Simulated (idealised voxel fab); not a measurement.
This is a process module. Its name is voxel self aligned contacts.
Cross-sectional view cut (width: 260 nm; square cell size: 5 nm).
Cross-section format: a grid of square cells, given as bands from top to bottom; each band is one or more rows of cells. It is stipulated that each band's entry specify, in nanometres, the height of the top of the band and then that of its bottom, followed by the materials of the band in left-to-right sequence, each together with its width in nanometres. A single material marked by the word "all across" is understood to fill the band from edge to edge; the word "blank" is understood to denote empty space. Heights from 0 (as-received wafer is one material below). Bottom band endless downward, as "0 nm and below". Per-row width for "30..40": begins at first number (top row of band), ends at second number (bottom row), increment between rows held constant. Where the words "same as before" appear for a step, the cross-section shows no cell changed by that step; every cell remained as before. Any empty space of 8 cells or more lacking an open way to the top shows up in "Enclosed cavity list" as width x height at distance, distance from the left edge, in nm. Past the settings on a step's line: simulator remark, on that step. Each step line may optionally specify "overlay nm", which for a step with a mask gives the rightward distance between the mask's planned place and where it lay, a negative value indicating the leftward direction.
Intended process steps
1) RECEIVE: material Si
2) CONFORMAL_DEP: material SiO2, thk nm 5
3) DIRECTIONAL_DEP: material polySi, thk nm 20
4) DIRECTIONAL_DEP: material SiN, thk nm 20
5) DIRECTIONAL_DEP: material aC, thk nm 10
6) PATTERN: tone cover, mask id GATE, material resist, width nm 30, pitch nm 70, thk nm 25, overlay nm 0
7) DIRECTIONAL_ETCH: etch materials aC, depth nm 10
8) STRIP: etch materials resist
9) DIRECTIONAL_ETCH: etch materials SiN, depth nm 20
10) DIRECTIONAL_ETCH: etch materials polySi, depth nm 20
11) STRIP: etch materials aC
12) CONFORMAL_DEP: material SiN, thk nm 10
13) DIRECTIONAL_ETCH: etch materials SiN, depth nm 10
14) FILL_DEP: material SiO2, thk nm 20
15) CMP: height nm 55
16) MASKED_ETCH: tone open, mask id CONTACT, width nm 50, pitch nm 70, etch materials SiO2, depth nm 55, overlay nm 0
17) CONFORMAL_DEP: material TiN, thk nm 5
18) FILL_DEP: material W, thk nm 5
19) CMP: height nm 55
20) CONFORMAL_DEP: material SiN, thk nm 5
First wafer out of two, processed as planned
Here's what the wafer looked like in cross-section when it arrived - that's after step 1
0 nm and below | Si all across
Enclosed cavity list: none
State of the wafer after step 2, shown in cross-section
5 nm to 0 nm | SiO2 all across
Heights below 0 show no change.
State of the wafer after step 3, shown in cross-section
25 nm to 5 nm | polySi all across
Heights below 5 show no change.
State of the wafer after step 4, shown in cross-section
45 nm to 25 nm | SiN all across
Heights below 25 show no change.
State of the wafer after step 5, shown in cross-section
55 nm to 45 nm | aC all across
Heights below 45 show no change.
State of the wafer after step 6, shown in cross-section
80 nm to 55 nm | blank 45 nm, then resist 30 nm, then blank 40 nm, then resist 30 nm, then blank 40 nm, then resist 30 nm, then blank 45 nm
Heights below 55 show no change.
State of the wafer after step 7, shown in cross-section
70 nm to 55 nm | blank 45 nm, then resist 30 nm, then blank 40 nm, then resist 30 nm, then blank 40 nm, then resist 30 nm, then blank 45 nm
55 nm to 45 nm | blank 45 nm, then aC 30 nm, then blank 40 nm, then aC 30 nm, then blank 40 nm, then aC 30 nm, then blank 45 nm
Heights below 45 show no change.
State of the wafer after step 8, shown in cross-section
55 nm to 45 nm | blank 45 nm, then aC 30 nm, then blank 40 nm, then aC 30 nm, then blank 40 nm, then aC 30 nm, then blank 45 nm
Heights below 45 show no change.
State of the wafer after step 9, shown in cross-section
55 nm to 45 nm | blank 45 nm, then aC 30 nm, then blank 40 nm, then aC 30 nm, then blank 40 nm, then aC 30 nm, then blank 45 nm
45 nm to 25 nm | blank 45 nm, then SiN 30 nm, then blank 40 nm, then SiN 30 nm, then blank 40 nm, then SiN 30 nm, then blank 45 nm
Heights below 25 show no change.
State of the wafer after step 10, shown in cross-section
55 nm to 45 nm | blank 45 nm, then aC 30 nm, then blank 40 nm, then aC 30 nm, then blank 40 nm, then aC 30 nm, then blank 45 nm
45 nm to 25 nm | blank 45 nm, then SiN 30 nm, then blank 40 nm, then SiN 30 nm, then blank 40 nm, then SiN 30 nm, then blank 45 nm
25 nm to 5 nm | blank 45 nm, then polySi 30 nm, then blank 40 nm, then polySi 30 nm, then blank 40 nm, then polySi 30 nm, then blank 45 nm
Heights below 5 show no change.
State of the wafer after step 11, shown in cross-section
45 nm to 25 nm | blank 45 nm, then SiN 30 nm, then blank 40 nm, then SiN 30 nm, then blank 40 nm, then SiN 30 nm, then blank 45 nm
Heights below 25 show no change.
State of the wafer after step 12, shown in cross-section
55 nm to 25 nm | blank 35 nm, then SiN 50 nm, then blank 20 nm, then SiN 50 nm, then blank 20 nm, then SiN 50 nm, then blank 35 nm
25 nm to 15 nm | blank 35 nm, then SiN 10 nm, then polySi 30 nm, then SiN 10 nm, then blank 20 nm, then SiN 10 nm, then polySi 30 nm, then SiN 10 nm, then blank 20 nm, then SiN 10 nm, then polySi 30 nm, then SiN 10 nm, then blank 35 nm
15 nm to 5 nm | SiN 45 nm, then polySi 30 nm, then SiN 40 nm, then polySi 30 nm, then SiN 40 nm, then polySi 30 nm, then SiN 45 nm
Heights below 5 show no change.
State of the wafer after step 13, shown in cross-section
45 nm to 25 nm | blank 35 nm, then SiN 50 nm, then blank 20 nm, then SiN 50 nm, then blank 20 nm, then SiN 50 nm, then blank 35 nm
25 nm to 5 nm | blank 35 nm, then SiN 10 nm, then polySi 30 nm, then SiN 10 nm, then blank 20 nm, then SiN 10 nm, then polySi 30 nm, then SiN 10 nm, then blank 20 nm, then SiN 10 nm, then polySi 30 nm, then SiN 10 nm, then blank 35 nm
Heights below 5 show no change.
State of the wafer after step 14, shown in cross-section
65 nm to 45 nm | SiO2 all across
45 nm to 25 nm | SiO2 35 nm, then SiN 50 nm, then SiO2 20 nm, then SiN 50 nm, then SiO2 20 nm, then SiN 50 nm, then SiO2 35 nm
25 nm to 5 nm | SiO2 35 nm, then SiN 10 nm, then polySi 30 nm, then SiN 10 nm, then SiO2 20 nm, then SiN 10 nm, then polySi 30 nm, then SiN 10 nm, then SiO2 20 nm, then SiN 10 nm, then polySi 30 nm, then SiN 10 nm, then SiO2 35 nm
Heights below 5 show no change.
State of the wafer after step 15, shown in cross-section
55 nm to 45 nm | SiO2 all across
Heights below 45 show no change.
State of the wafer after step 16, shown in cross-section
55 nm to 45 nm | SiO2 70 nm, then blank 50 nm, then SiO2 20 nm, then blank 50 nm, then SiO2 70 nm
45 nm to 25 nm | SiO2 35 nm, then SiN 50 nm, then blank 20 nm, then SiN 50 nm, then blank 20 nm, then SiN 50 nm, then SiO2 35 nm
25 nm to 5 nm | SiO2 35 nm, then SiN 10 nm, then polySi 30 nm, then SiN 10 nm, then blank 20 nm, then SiN 10 nm, then polySi 30 nm, then SiN 10 nm, then blank 20 nm, then SiN 10 nm, then polySi 30 nm, then SiN 10 nm, then SiO2 35 nm
5 nm to 0 nm | SiO2 85 nm, then blank 20 nm, then SiO2 50 nm, then blank 20 nm, then SiO2 85 nm
Heights below 0 show no change.
State of the wafer after step 17, shown in cross-section
60 nm to 55 nm | TiN 75 nm, then blank 40 nm, then TiN 30 nm, then blank 40 nm, then TiN 75 nm
55 nm to 45 nm | SiO2 70 nm, then TiN 5..20 nm, then blank 40..10 nm, then TiN 5..20 nm, then SiO2 20 nm, then TiN 5..20 nm, then blank 40..10 nm, then TiN 5..20 nm, then SiO2 70 nm
45 nm to 25 nm | SiO2 35 nm, then SiN 50 nm, then TiN 5 nm, then blank 10 nm, then TiN 5 nm, then SiN 50 nm, then TiN 5 nm, then blank 10 nm, then TiN 5 nm, then SiN 50 nm, then SiO2 35 nm
25 nm to 5 nm | SiO2 35 nm, then SiN 10 nm, then polySi 30 nm, then SiN 10 nm, then TiN 5 nm, then blank 10 nm, then TiN 5 nm, then SiN 10 nm, then polySi 30 nm, then SiN 10 nm, then TiN 5 nm, then blank 10 nm, then TiN 5 nm, then SiN 10 nm, then polySi 30 nm, then SiN 10 nm, then SiO2 35 nm
5 nm to 0 nm | SiO2 85 nm, then TiN 20 nm, then SiO2 50 nm, then TiN 20 nm, then SiO2 85 nm
Heights below 0 show no change.
State of the wafer after step 18, shown in cross-section
65 nm to 60 nm | W all across
60 nm to 55 nm | TiN 75 nm, then W 40 nm, then TiN 30 nm, then W 40 nm, then TiN 75 nm
55 nm to 45 nm | SiO2 70 nm, then TiN 5..20 nm, then W 40..10 nm, then TiN 5..20 nm, then SiO2 20 nm, then TiN 5..20 nm, then W 40..10 nm, then TiN 5..20 nm, then SiO2 70 nm
45 nm to 25 nm | SiO2 35 nm, then SiN 50 nm, then TiN 5 nm, then W 10 nm, then TiN 5 nm, then SiN 50 nm, then TiN 5 nm, then W 10 nm, then TiN 5 nm, then SiN 50 nm, then SiO2 35 nm
25 nm to 5 nm | SiO2 35 nm, then SiN 10 nm, then polySi 30 nm, then SiN 10 nm, then TiN 5 nm, then W 10 nm, then TiN 5 nm, then SiN 10 nm, then polySi 30 nm, then SiN 10 nm, then TiN 5 nm, then W 10 nm, then TiN 5 nm, then SiN 10 nm, then polySi 30 nm, then SiN 10 nm, then SiO2 35 nm
Heights below 5 show no change.
State of the wafer after step 19, shown in cross-section
55 nm to 45 nm | SiO2 70 nm, then TiN 5..20 nm, then W 40..10 nm, then TiN 5..20 nm, then SiO2 20 nm, then TiN 5..20 nm, then W 40..10 nm, then TiN 5..20 nm, then SiO2 70 nm
Heights below 45 show no change.
State of the wafer after step 20, shown in cross-section
60 nm to 55 nm | SiN all across
Heights below 55 show no change.
Notes, second wafer: start = first wafer's, plan = first wafer's, execution had one mistake; history identical to first through step 2
Cross-section of the second wafer corresponding to the planned conclusion of step 3
45 nm to 5 nm | polySi all across
Heights below 5 show no change.
Cross-section of the second wafer corresponding to the planned conclusion of step 4
65 nm to 45 nm | SiN all across
Heights below 45 show no change.
Cross-section of the second wafer corresponding to the planned conclusion of step 5
75 nm to 65 nm | aC all across
Heights below 65 show no change.
Cross-section of the second wafer corresponding to the planned conclusion of step 6
100 nm to 75 nm | blank 45 nm, then resist 30 nm, then blank 40 nm, then resist 30 nm, then blank 40 nm, then resist 30 nm, then blank 45 nm
Heights below 75 show no change.
Cross-section of the second wafer corresponding to the planned conclusion of step 7
90 nm to 75 nm | blank 45 nm, then resist 30 nm, then blank 40 nm, then resist 30 nm, then blank 40 nm, then resist 30 nm, then blank 45 nm
75 nm to 65 nm | blank 45 nm, then aC 30 nm, then blank 40 nm, then aC 30 nm, then blank 40 nm, then aC 30 nm, then blank 45 nm
Heights below 65 show no change.
Cross-section of the second wafer corresponding to the planned conclusion of step 8
75 nm to 65 nm | blank 45 nm, then aC 30 nm, then blank 40 nm, then aC 30 nm, then blank 40 nm, then aC 30 nm, then blank 45 nm
Heights below 65 show no change.
Cross-section of the second wafer corresponding to the planned conclusion of step 9
75 nm to 65 nm | blank 45 nm, then aC 30 nm, then blank 40 nm, then aC 30 nm, then blank 40 nm, then aC 30 nm, then blank 45 nm
65 nm to 45 nm | blank 45 nm, then SiN 30 nm, then blank 40 nm, then SiN 30 nm, then blank 40 nm, then SiN 30 nm, then blank 45 nm
Heights below 45 show no change.
Cross-section of the second wafer corresponding to the planned conclusion of step 10
75 nm to 65 nm | blank 45 nm, then aC 30 nm, then blank 40 nm, then aC 30 nm, then blank 40 nm, then aC 30 nm, then blank 45 nm
65 nm to 45 nm | blank 45 nm, then SiN 30 nm, then blank 40 nm, then SiN 30 nm, then blank 40 nm, then SiN 30 nm, then blank 45 nm
45 nm to 25 nm | blank 45 nm, then polySi 30 nm, then blank 40 nm, then polySi 30 nm, then blank 40 nm, then polySi 30 nm, then blank 45 nm
Heights below 25 show no change.
Cross-section of the second wafer corresponding to the planned conclusion of step 11
65 nm to 45 nm | blank 45 nm, then SiN 30 nm, then blank 40 nm, then SiN 30 nm, then blank 40 nm, then SiN 30 nm, then blank 45 nm
Heights below 45 show no change.
Cross-section of the second wafer corresponding to the planned conclusion of step 12
75 nm to 45 nm | blank 35 nm, then SiN 50 nm, then blank 20 nm, then SiN 50 nm, then blank 20 nm, then SiN 50 nm, then blank 35 nm
45 nm to 35 nm | blank 35 nm, then SiN 10 nm, then polySi 30 nm, then SiN 10 nm, then blank 20 nm, then SiN 10 nm, then polySi 30 nm, then SiN 10 nm, then blank 20 nm, then SiN 10 nm, then polySi 30 nm, then SiN 10 nm, then blank 35 nm
35 nm to 25 nm | SiN 45 nm, then polySi 30 nm, then SiN 40 nm, then polySi 30 nm, then SiN 40 nm, then polySi 30 nm, then SiN 45 nm
Heights below 25 show no change.
Cross-section of the second wafer corresponding to the planned conclusion of step 13
65 nm to 45 nm | blank 35 nm, then SiN 50 nm, then blank 20 nm, then SiN 50 nm, then blank 20 nm, then SiN 50 nm, then blank 35 nm
45 nm to 25 nm | blank 35 nm, then SiN 10 nm, then polySi 30 nm, then SiN 10 nm, then blank 20 nm, then SiN 10 nm, then polySi 30 nm, then SiN 10 nm, then blank 20 nm, then SiN 10 nm, then polySi 30 nm, then SiN 10 nm, then blank 35 nm
Heights below 25 show no change.
Cross-section of the second wafer corresponding to the planned conclusion of step 14
85 nm to 65 nm | SiO2 all across
65 nm to 45 nm | SiO2 35 nm, then SiN 50 nm, then SiO2 20 nm, then SiN 50 nm, then SiO2 20 nm, then SiN 50 nm, then SiO2 35 nm
45 nm to 25 nm | SiO2 35 nm, then SiN 10 nm, then polySi 30 nm, then SiN 10 nm, then SiO2 20 nm, then SiN 10 nm, then polySi 30 nm, then SiN 10 nm, then SiO2 20 nm, then SiN 10 nm, then polySi 30 nm, then SiN 10 nm, then SiO2 35 nm
Heights below 25 show no change.
Cross-section of the second wafer corresponding to the planned conclusion of step 15
55 nm to 45 nm | SiO2 35 nm, then SiN 50 nm, then SiO2 20 nm, then SiN 50 nm, then SiO2 20 nm, then SiN 50 nm, then SiO2 35 nm
Heights below 45 show no change.
Cross-section of the second wafer corresponding to the planned conclusion of step 16
55 nm to 45 nm | SiO2 35 nm, then SiN 50 nm, then blank 20 nm, then SiN 50 nm, then blank 20 nm, then SiN 50 nm, then SiO2 35 nm
45 nm to 25 nm | SiO2 35 nm, then SiN 10 nm, then polySi 30 nm, then SiN 10 nm, then blank 20 nm, then SiN 10 nm, then polySi 30 nm, then SiN 10 nm, then blank 20 nm, then SiN 10 nm, then polySi 30 nm, then SiN 10 nm, then SiO2 35 nm
Heights below 25 show no change.
Cross-section of the second wafer corresponding to the planned conclusion of step 17
60 nm to 55 nm | TiN 90 nm, then blank 10 nm, then TiN 60 nm, then blank 10 nm, then TiN 90 nm
55 nm to 45 nm | SiO2 35 nm, then SiN 50 nm, then TiN 5 nm, then blank 10 nm, then TiN 5 nm, then SiN 50 nm, then TiN 5 nm, then blank 10 nm, then TiN 5 nm, then SiN 50 nm, then SiO2 35 nm
45 nm to 30 nm | SiO2 35 nm, then SiN 10 nm, then polySi 30 nm, then SiN 10 nm, then TiN 5 nm, then blank 10 nm, then TiN 5 nm, then SiN 10 nm, then polySi 30 nm, then SiN 10 nm, then TiN 5 nm, then blank 10 nm, then TiN 5 nm, then SiN 10 nm, then polySi 30 nm, then SiN 10 nm, then SiO2 35 nm
30 nm to 25 nm | SiO2 35 nm, then SiN 10 nm, then polySi 30 nm, then SiN 10 nm, then TiN 20 nm, then SiN 10 nm, then polySi 30 nm, then SiN 10 nm, then TiN 20 nm, then SiN 10 nm, then polySi 30 nm, then SiN 10 nm, then SiO2 35 nm
Heights below 25 show no change.
Cross-section of the second wafer corresponding to the planned conclusion of step 18
65 nm to 60 nm | W all across
60 nm to 55 nm | TiN 90 nm, then W 10 nm, then TiN 60 nm, then W 10 nm, then TiN 90 nm
55 nm to 45 nm | SiO2 35 nm, then SiN 50 nm, then TiN 5 nm, then W 10 nm, then TiN 5 nm, then SiN 50 nm, then TiN 5 nm, then W 10 nm, then TiN 5 nm, then SiN 50 nm, then SiO2 35 nm
45 nm to 30 nm | SiO2 35 nm, then SiN 10 nm, then polySi 30 nm, then SiN 10 nm, then TiN 5 nm, then W 10 nm, then TiN 5 nm, then SiN 10 nm, then polySi 30 nm, then SiN 10 nm, then TiN 5 nm, then W 10 nm, then TiN 5 nm, then SiN 10 nm, then polySi 30 nm, then SiN 10 nm, then SiO2 35 nm
Heights below 30 show no change.
Cross-section of the second wafer corresponding to the planned conclusion of step 19
55 nm to 45 nm | SiO2 35 nm, then SiN 50 nm, then TiN 5 nm, then W 10 nm, then TiN 5 nm, then SiN 50 nm, then TiN 5 nm, then W 10 nm, then TiN 5 nm, then SiN 50 nm, then SiO2 35 nm
Heights below 45 show no change.
Cross-section of the second wafer corresponding to the planned conclusion of step 20
60 nm to 55 nm | SiN all across
Heights below 55 show no change.
Processing error: step 3 of the plan saw execution twice
Heads up, by the end the second wafer has more or fewer cells of some materials compared to the first: SiN -60 | SiO2 -84 | TiN -32 | W -32 | polySi +208
